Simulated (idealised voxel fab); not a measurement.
process module | voxel transistor to metal
cross-section cut | 160 nm wide | cells 5 nm
A cross-section is a grid of square cells, given in bands from the top down. A band is one or more rows of cells.
Each band's line starts with the height of the band's top and of its bottom, in nm. Then come its materials from left to right, each with its width in nm. One material with "throughout" fills the band from edge to edge. "air" is empty space.
Height 0 is the level under which the wafer as received is all one material. The lowest band goes on downwards, as in "0 down".
A width such as "30 to 40" changes by the same amount from each row of cells to the next, from the band's top row to its bottom row.
"no change" after a step means that no cell of the cross-section changed.
closed voids: empty space of 8 cells or more with no open way to the top, each as width x height at its distance from the left edge, in nm
after a step's settings: what the simulator itself notes on the step
overlay nm, on a step with a mask: how far to the right of its planned place the mask lay; to the left if negative
plan
1 op RECEIVE | material Si
2 op CONFORMAL_DEP | material SiO2 | thk nm 5
3 op CONFORMAL_DEP | material SiN | thk nm 15
4 op PATTERN | tone cover | mask id ACTIVE | material resist | width nm 95 | thk nm 15 | overlay nm 0
5 op DIRECTIONAL_ETCH | etch materials SiN | depth nm 15
6 op DIRECTIONAL_ETCH | etch materials SiO2 | depth nm 5
7 op DIRECTIONAL_ETCH | etch materials Si | depth nm 20
8 op STRIP | etch materials resist
9 op FILL_DEP | material SiO2 | thk nm 15
10 op CMP | height nm 20
11 op SELECTIVE_ETCH | etch materials SiO2 | depth nm 10
12 op STRIP | etch materials SiN
13 op SELECTIVE_ETCH | etch materials SiO2 | depth nm 5
14 op OXIDIZE | depth nm 5
15 op DIRECTIONAL_DEP | material polySi | thk nm 25
16 op DIRECTIONAL_DEP | material SiCN | thk nm 15
17 op PATTERN | tone cover | mask id GATE | material resist | width nm 25 | thk nm 15 | overlay nm 0
18 op DIRECTIONAL_ETCH | etch materials SiCN | depth nm 25
19 op DIRECTIONAL_ETCH | etch materials polySi | depth nm 35
20 op STRIP | etch materials resist
21 op CONFORMAL_DEP | material SiO2 | thk nm 5
22 op DIRECTIONAL_ETCH | etch materials SiO2 | depth nm 5
23 op CONFORMAL_DEP | material SiN | thk nm 5
24 op DIRECTIONAL_ETCH | etch materials SiN | depth nm 5
25 op DIRECTIONAL_ETCH | etch materials SiO2 | depth nm 5
26 op DIRECTIONAL_ETCH | etch materials Si | depth nm 15
27 op EPI | material SiGe | thk nm 15
28 op FILL_DEP | material SiO2 | thk nm 5
29 op CMP | height nm 25
30 op STRIP | etch materials polySi
31 op SELECTIVE_ETCH | etch materials SiO2 | depth nm 5
32 op CONFORMAL_DEP | material HfO2 | thk nm 5
33 op CONFORMAL_DEP | material TiN | thk nm 5
34 op FILL_DEP | material W | thk nm 5
35 op CMP | height nm 20
36 op DIRECTIONAL_DEP | material SiO2 | thk nm 15
37 op PATTERN | tone open | mask id CONTACT | material resist | width nm 15 | pitch nm 70 | thk nm 20 | overlay nm 0
38 op DIRECTIONAL_ETCH | etch materials SiO2 | depth nm 25
39 op STRIP | etch materials resist
40 op CONFORMAL_DEP | material TiN | thk nm 5
41 op FILL_DEP | material Ru | thk nm 10
42 op CMP | height nm 35
43 op DIRECTIONAL_DEP | material TiN | thk nm 5
44 op DIRECTIONAL_DEP | material W | thk nm 25
45 op PATTERN | tone cover | mask id METAL_1 | material resist | width nm 15 | pitch nm 70 | thk nm 20 | overlay nm 0
46 op DIRECTIONAL_ETCH | etch materials W | depth nm 25
47 op DIRECTIONAL_ETCH | etch materials TiN | depth nm 5
48 op STRIP | etch materials resist
49 op FILL_DEP | material SiO2 | thk nm 5
50 op CMP | height nm 65
51 op CONFORMAL_DEP | material SiCN | thk nm 5
52 op DIRECTIONAL_DEP | material SiO2 | thk nm 30
53 op PATTERN | tone open | mask id METAL_2 | material resist | width nm 15 | pitch nm 70 | thk nm 20 | overlay nm 0
54 op DIRECTIONAL_ETCH | etch materials SiO2 | depth nm 20
55 op STRIP | etch materials resist
56 op MASKED_ETCH | tone open | mask id METAL_2_HOLES | width nm 15 | pitch nm 70 | etch materials SiO2 | depth nm 10 | overlay nm 0
57 op MASKED_ETCH | tone open | mask id METAL_2_HOLES | width nm 15 | pitch nm 70 | etch materials SiCN | depth nm 5 | overlay nm 0
58 op CONFORMAL_DEP | material TiN | thk nm 5
59 op FILL_DEP | material Ru | thk nm 5
60 op CMP | height nm 100
61 op CONFORMAL_DEP | material SiCN | thk nm 5
as received, after step 1
  0 down: Si throughout
  closed voids: none
a wafer at the end: this start, this plan, one mistake
  105 to 100: SiCN throughout
  100 to 70: SiO2 35 | TiN 5 | Ru 5 | TiN 5 | SiO2 55 | TiN 5 | Ru 5 | TiN 5 | SiO2 40
  70 to 65: SiCN 35 | TiN 15 | SiCN 55 | TiN 15 | SiCN 40
  65 to 40: SiO2 35 | W 15 | SiO2 55 | W 15 | SiO2 40
  40 to 35: SiO2 35 | TiN 15 | SiO2 55 | TiN 15 | SiO2 40
  35 to 25: Ru 30 | TiN 5 | SiO2 15 | TiN 5 | Ru 45 | TiN 5 | SiO2 15 | TiN 5 | Ru 35
  25 to 20: Ru 30 | TiN 5 | SiO2 15 | TiN 55 | SiO2 15 | TiN 5 | Ru 35
  20 to 15: Ru 30 | TiN 5 | SiO2 15 | TiN 5 | SiN 5 | HfO2 5 | TiN 5 | W 15 | TiN 5 | HfO2 5 | SiN 5 | TiN 5 | SiO2 15 | TiN 5 | Ru 35
  15 to 10: TiN 35 | SiO2 15 | TiN 5 | SiN 5 | HfO2 5 | TiN 5 | W 15 | TiN 5 | HfO2 5 | SiN 5 | TiN 5 | SiO2 15 | TiN 40
  10 to 5: SiO2 30 | SiGe 25 | SiN 5 | HfO2 5 | TiN 5 | W 15 | TiN 5 | HfO2 5 | SiN 5 | SiGe 25 | SiO2 35
  5 to 0: SiO2 30 | SiN 5 | SiGe 20 | SiN 5 | HfO2 5 | TiN 25 | HfO2 5 | SiN 5 | SiGe 20 | SiN 5 | SiO2 35
  0 to -5: SiO2 35 | SiGe 20 | SiO2 5 | HfO2 35 | SiO2 5 | SiGe 20 | SiO2 40
  -5 to -20: SiO2 30 | Si 5 | SiGe 20 | Si 45 | SiGe 20 | Si 5 | SiO2 35
  -20 down: Si throughout
  closed voids: none
what went wrong: step 37 ran as: op PATTERN | tone cover | mask id CONTACT | material resist | width nm 15 | pitch nm 70 | thk nm 20 | overlay nm 0
